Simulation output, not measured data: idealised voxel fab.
The name of this process module is voxel wiring stack.
Pictured: cross-section cut, 225 nm wide, on a grid of 5 nm square cells.
Heads up, the way a cross-section reads in here is a grid of square cells, handed over as bands from the top down, with every band being one or more rows of cells.
This entry defines a band. It first specifies the height of the band's top and the height of its bottom in nm, and then specifies the band's materials from left to right, stating each material with its width in nm. The word "everywhere" identifies a single material that fills the band from edge to edge, while the word "empty" identifies empty space.
The reference from which all heights are counted is 0, the level beneath which the as-received wafer is entirely one material; the lowest band, having no lower bound, proceeds downward and is written after the example "0 nm and below".
It should be noted that a width expressed as "30..40" varies in equal increments from row to row of cells within the band, taking the value of the first number at the top row and that of the second number at the bottom row.
Where the words "remains unaltered" appear for a step, the cross-section shows no cell changed by that step; every cell remained as before.
The list in "Closed void listing" covers empty spaces of 8 cells or more that cannot reach the top through any open way, and it gives each as width x height at distance; the distance is from the left edge, and width, height and distance are in nm.
Formally, on a step line, whatever follows the settings is a remark that the simulator itself makes on the step.
overlay nm, on a step with a mask: how far to the right of its planned place the mask lay; to the left if negative
-- Process steps - plan
1. RECEIVE with material Si
2. CONFORMAL_DEP with material SiO2, thk nm 10
3. CONFORMAL_DEP with material SiCN, thk nm 5
4. DIRECTIONAL_DEP with material SiO2, thk nm 25
5. MASKED_ETCH with tone open, mask id METAL_1, width nm 25, pitch nm 45, etch materials SiO2, depth nm 25, overlay nm 0
6. MASKED_ETCH with tone open, mask id METAL_1, width nm 25, pitch nm 45, etch materials SiCN, depth nm 5, overlay nm 0
7. CONFORMAL_DEP with material TiN, thk nm 5
8. FILL_DEP with material Ru, thk nm 5
9. CMP with height nm 40
10. CONFORMAL_DEP with material SiCN, thk nm 5
11. DIRECTIONAL_DEP with material lowk, thk nm 30
12. PATTERN with tone open, mask id METAL_2_HOLES, material resist, width nm 15, thk nm 20, overlay nm 0
13. DIRECTIONAL_ETCH with etch materials lowk, depth nm 30
14. STRIP with etch materials resist
15. PATTERN with tone open, mask id METAL_2, material resist, width nm 25, pitch nm 45, thk nm 15, overlay nm 0
16. DIRECTIONAL_ETCH with etch materials lowk, depth nm 15
17. DIRECTIONAL_ETCH with etch materials SiCN, depth nm 5
18. STRIP with etch materials resist
19. CONFORMAL_DEP with material TiN, thk nm 5
20. FILL_DEP with material Cu, thk nm 5
21. CMP with height nm 75
22. CONFORMAL_DEP with material SiCN, thk nm 5
23. DIRECTIONAL_DEP with material SiO2, thk nm 20
24. PATTERN with tone open, mask id PLUG_2, material resist, width nm 15, pitch nm 45, thk nm 20, overlay nm 0
25. DIRECTIONAL_ETCH with etch materials SiO2, depth nm 20
26. DIRECTIONAL_ETCH with etch materials SiCN, depth nm 5
27. STRIP with etch materials resist
28. EPI with material Ru, thk nm 10
29. EPI with material Ru, thk nm 10
30. EPI with material Ru, thk nm 5
31. DIRECTIONAL_DEP with material TiN, thk nm 5
32. DIRECTIONAL_DEP with material Ru, thk nm 20
33. DIRECTIONAL_DEP with material aC, thk nm 15
34. PATTERN with tone cover, mask id METAL_3, material resist, width nm 25, pitch nm 45, thk nm 30, overlay nm 0
35. DIRECTIONAL_ETCH with etch materials aC, depth nm 15
36. STRIP with etch materials resist
37. DIRECTIONAL_ETCH with etch materials Ru, depth nm 20
38. DIRECTIONAL_ETCH with etch materials TiN, depth nm 5
39. STRIP with etch materials aC
40. FILL_DEP with material SiO2, thk nm 10
41. CMP with height nm 125
42. CONFORMAL_DEP with material SiCN, thk nm 5
-- Wafer cross-section on receipt, i.e. after step 1
* 0 nm and below: Si everywhere
* Closed void listing: none
-- First of two wafers, end-of-module section, run followed plan
* 130 nm to 125 nm: SiCN everywhere
* 125 nm to 105 nm: 75 of SiO2 / 25 of Ru / 20 of SiO2 / 25 of Ru / 80 of SiO2
* 105 nm to 100 nm: 75 of SiO2 / 25 of TiN / 20 of SiO2 / 25 of TiN / 80 of SiO2
* 100 nm to 80 nm: 75 of SiO2 / 15 of Ru / 30 of SiO2 / 15 of Ru / 90 of SiO2
* 80 nm to 75 nm: 75 of SiCN / 15 of Ru / 30 of SiCN / 15 of Ru / 90 of SiCN
* 75 nm to 65 nm: 75 of lowk / 5 of TiN / 15 of Cu / 5 of TiN / 20 of lowk / 5 of TiN / 15 of Cu / 5 of TiN / 80 of lowk
* 65 nm to 60 nm: 75 of lowk / 5 of TiN / 5 of Cu / 15 of TiN / 20 of lowk / 25 of TiN / 80 of lowk
* 60 nm to 45 nm: 75 of lowk / 5 of TiN / 5 of Cu / 5 of TiN / 135 of lowk
* 45 nm to 40 nm: 75 of SiCN / 15 of TiN / 135 of SiCN
* 40 nm to 15 nm: 75 of SiO2 / 5 of TiN / 15 of Ru / 5 of TiN / 20 of SiO2 / 5 of TiN / 15 of Ru / 5 of TiN / 80 of SiO2
* 15 nm to 10 nm: 75 of SiCN / 25 of TiN / 20 of SiCN / 25 of TiN / 80 of SiCN
* 10 nm to 0 nm: SiO2 everywhere
* 0 nm and below: Si everywhere
* Closed void listing: none
-- Now the second wafer, cross-sectioned at the end of the module. Nothing different at the start, nothing different in the plan compared with the first, just one mistake when it was actually run
* 130 nm to 125 nm: SiCN everywhere
* 125 nm to 105 nm: 75 of SiO2 / 25 of Ru / 20 of SiO2 / 25 of Ru / 80 of SiO2
* 105 nm to 100 nm: 75 of SiO2 / 25 of TiN / 20 of SiO2 / 25 of TiN / 80 of SiO2
* 100 nm to 80 nm: 75 of SiO2 / 15 of Ru / 30 of SiO2 / 15 of Ru / 90 of SiO2
* 80 nm to 75 nm: 75 of SiCN / 15 of Ru / 30 of SiCN / 15 of Ru / 90 of SiCN
* 75 nm to 65 nm: 75 of lowk / 5 of TiN / 15 of Cu / 5 of TiN / 20 of lowk / 5 of TiN / 15 of Cu / 5 of TiN / 80 of lowk
* 65 nm to 60 nm: 75 of lowk / 5 of TiN / 5 of Cu / 15 of TiN / 20 of lowk / 25 of TiN / 80 of lowk
* 60 nm to 45 nm: 75 of lowk / 5 of TiN / 5 of Cu / 5 of TiN / 135 of lowk
* 45 nm to 40 nm: 75 of SiCN / 15 of TiN / 135 of SiCN
* 40 nm to 15 nm: 75 of SiO2 / 5 of TiN / 15 of Ru / 5 of TiN / 20 of SiO2 / 5 of TiN / 15 of Ru / 5 of TiN / 80 of SiO2
* 15 nm to 10 nm: 75 of SiCN / 25 of TiN / 20 of SiCN / 25 of TiN / 80 of SiCN
* 10 nm to 0 nm: SiCN everywhere
* 0 nm and below: Si everywhere
* Closed void listing: none
Misprocessing identified: heads up, step 2 didn't go per plan, it actually ran as CONFORMAL_DEP with material SiCN, thk nm 10
Final wafer comparison in cells, second versus first, more or fewer per material: +90 SiCN | -90 SiO2
